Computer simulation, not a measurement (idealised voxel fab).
Module name: voxel ribs on slabs (process module)
Each square cell in cross-section cut measures 5 nm, and the section as a whole is 285 nm wide.
A cross-section is a grid of square cells, given in bands from the top down. A band is one or more rows of cells. Quick guide to a band line: top height, bottom height (nm) up front; then every material left to right with its width in nm. Only one material and it's marked "everywhere"? Then it fills the band edge to edge. And "air" just means empty space. Convention: height 0 is the level below which the wafer, as received, is all one material. The lowest band does not terminate at the bottom but continues downward, represented as "0..down". Note: "30..40" means the width goes from the first number (top row of the band) to the second number (bottom row) in equal steps per row of cells. What does "nothing was modified" mean for a step? It means no cell of the cross-section changed in that step. Heads up: "Sealed void listing" only lists the empty pockets with no open path to the top that are 8 cells or more, and it writes them as width x height at distance, distance from the left edge, in nm. Where a step's line continues beyond its settings, the continuation is a remark by the simulator itself on that step. overlay nm: how far to the right of its planned place the mask lay on this masked step (negative: to the left).

-- Set out below are the planned steps of the process
1. RECEIVE (material Si)
2. DIRECTIONAL_DEP (material SiO2; thk nm 20)
3. DIRECTIONAL_DEP (material polySi; thk nm 15)
4. PATTERN (tone cover; mask id RIB; material resist; width nm 20; thk nm 15; overlay nm 0)
5. DIRECTIONAL_ETCH (etch materials polySi; depth nm 5)
6. STRIP (etch materials resist)
7. MASKED_ETCH (tone cover; mask id SLAB; width nm 60; etch materials polySi; depth nm 10; overlay nm 0)
8. FILL_DEP (material SiO2; thk nm 20)
9. CMP (height nm 50)
10. DIRECTIONAL_DEP (material TiN; thk nm 5)
11. PATTERN (tone cover; mask id HEATER; material resist; width nm 30; thk nm 20; overlay nm 0)
12. DIRECTIONAL_ETCH (etch materials TiN; depth nm 5)
13. STRIP (etch materials resist)
14. CONFORMAL_DEP (material SiN; thk nm 10)

-- Cross-section of the wafer upon arrival, representing the state reached after step 1
  0..down: Si everywhere
  Sealed void listing: none

-- First of two wafers, end-of-module section, run followed plan
  65..60: air=115 | SiN=50 | air=120
  60..55: SiN everywhere
  55..50: SiN=125 | TiN=30 | SiN=130
  50..35: SiO2 everywhere
  35..30: SiO2=130 | polySi=20 | SiO2=135
  30..20: SiO2=110 | polySi=60 | SiO2=115
  20..0: SiO2 everywhere
  0..down: Si everywhere
  Sealed void listing: none

-- This cross-section belongs to the second wafer of two at the end of the module; the start and the plan were shared with the first, and the run included one mistake
  65..60: air=115 | SiN=50 | air=120
  60..55: SiN everywhere
  55..50: SiN=125 | TiN=30 | SiN=130
  50..45: SiO2=130 | polySi=20 | SiO2=135
  45..35: SiO2=110 | polySi=60 | SiO2=115
  35..20: polySi everywhere
  20..0: SiO2 everywhere
  0..down: Si everywhere
  Sealed void listing: none
what went wrong: step 3, plan: ran twice
Wafer comparison, final, in cells, second relative to first, materials more or fewer: SiO2 -171 | polySi +171
